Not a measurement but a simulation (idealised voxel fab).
process module | voxel plated lines
cross-section cut | 200 nm wide | cells 5 nm
A cross-section is a grid of square cells, given in bands from the top down. A band is one or more rows of cells.
Each band's line starts with the height of the band's top and of its bottom, in nm. Then come its materials from left to right, each with its width in nm. One material with "throughout" fills the band from edge to edge. "air" is empty space.
Height 0 is the level under which the wafer as received is all one material. The lowest band goes on downwards, as in "0 down".
A width such as "30 to 40" changes by the same amount from each row of cells to the next, from the band's top row to its bottom row.
"no change" after a step means that no cell of the cross-section changed.
closed voids: empty space of 8 cells or more with no open way to the top, each as width x height at its distance from the left edge, in nm
after a step's settings: what the simulator itself notes on the step
overlay nm, on a step with a mask: how far to the right of its planned place the mask lay; to the left if negative
plan
1 op RECEIVE | material Si
2 op CONFORMAL_DEP | material Al2O3 | thk nm 10
3 op DIRECTIONAL_DEP | material TiN | thk nm 5
4 op PATTERN | tone open | mask id LINES | material resist | width nm 25 | pitch nm 55 | thk nm 35 | overlay nm 0
5 op EPI | material Ru | thk nm 10
6 op EPI | material Ru | thk nm 5
7 op EPI | material Ru | thk nm 5
8 op STRIP | etch materials resist
9 op DIRECTIONAL_ETCH | etch materials TiN | depth nm 5
10 op CONFORMAL_DEP | material SiN | thk nm 10
first wafer, as planned
as received, after step 1
  0 down: Si throughout
  closed voids: none
after step 2
  10 to 0: Al2O3 throughout
  below 0: unchanged
after step 3
  15 to 10: TiN throughout
  below 10: unchanged
after step 4
  50 to 15: resist 60 | air 25 | resist 30 | air 25 | resist 60
  below 15: unchanged
after step 5
  50 to 25: resist 60 | air 25 | resist 30 | air 25 | resist 60
  25 to 15: resist 60 | Ru 25 | resist 30 | Ru 25 | resist 60
  below 15: unchanged
after step 6
  50 to 30: resist 60 | air 25 | resist 30 | air 25 | resist 60
  30 to 15: resist 60 | Ru 25 | resist 30 | Ru 25 | resist 60
  below 15: unchanged
after step 7
  50 to 35: resist 60 | air 25 | resist 30 | air 25 | resist 60
  35 to 15: resist 60 | Ru 25 | resist 30 | Ru 25 | resist 60
  below 15: unchanged
after step 8
  35 to 15: air 60 | Ru 25 | air 30 | Ru 25 | air 60
  below 15: unchanged
after step 9
  35 to 15: air 60 | Ru 25 | air 30 | Ru 25 | air 60
  15 to 10: air 60 | TiN 25 | air 30 | TiN 25 | air 60
  below 10: unchanged
after step 10
  45 to 35: air 50 | SiN 45 | air 10 | SiN 45 | air 50
  35 to 20: air 50 | SiN 10 | Ru 25 | SiN 10 | air 10 | SiN 10 | Ru 25 | SiN 10 | air 50
  20 to 15: SiN 60 | Ru 25 | SiN 30 | Ru 25 | SiN 60
  15 to 10: SiN 60 | TiN 25 | SiN 30 | TiN 25 | SiN 60
  below 10: unchanged
second wafer: like start, like plan, one mistake. Through step 4 it matches the first wafer
when step 5 should have ended
  50 to 35: resist 60 | air 25 | resist 30 | air 25 | resist 60
  35 to 15: resist 60 | Ru 25 | resist 30 | Ru 25 | resist 60
  below 15: unchanged
when step 6 should have ended
  50 to 40: resist 60 | air 25 | resist 30 | air 25 | resist 60
  40 to 15: resist 60 | Ru 25 | resist 30 | Ru 25 | resist 60
  below 15: unchanged
when step 7 should have ended
  50 to 45: resist 60 | air 25 | resist 30 | air 25 | resist 60
  45 to 15: resist 60 | Ru 25 | resist 30 | Ru 25 | resist 60
  below 15: unchanged
when step 8 should have ended
  45 to 15: air 60 | Ru 25 | air 30 | Ru 25 | air 60
  below 15: unchanged
when step 9 should have ended
  45 to 15: air 60 | Ru 25 | air 30 | Ru 25 | air 60
  15 to 10: air 60 | TiN 25 | air 30 | TiN 25 | air 60
  below 10: unchanged
when step 10 should have ended
  55 to 45: air 50 | SiN 45 | air 10 | SiN 45 | air 50
  45 to 20: air 50 | SiN 10 | Ru 25 | SiN 10 | air 10 | SiN 10 | Ru 25 | SiN 10 | air 50
  20 to 15: SiN 60 | Ru 25 | SiN 30 | Ru 25 | SiN 60
  15 to 10: SiN 60 | TiN 25 | SiN 30 | TiN 25 | SiN 60
  below 10: unchanged
what went wrong: step 5 was run twice
at the end the second wafer has, in cells: 20 more of Ru | 16 more of SiN
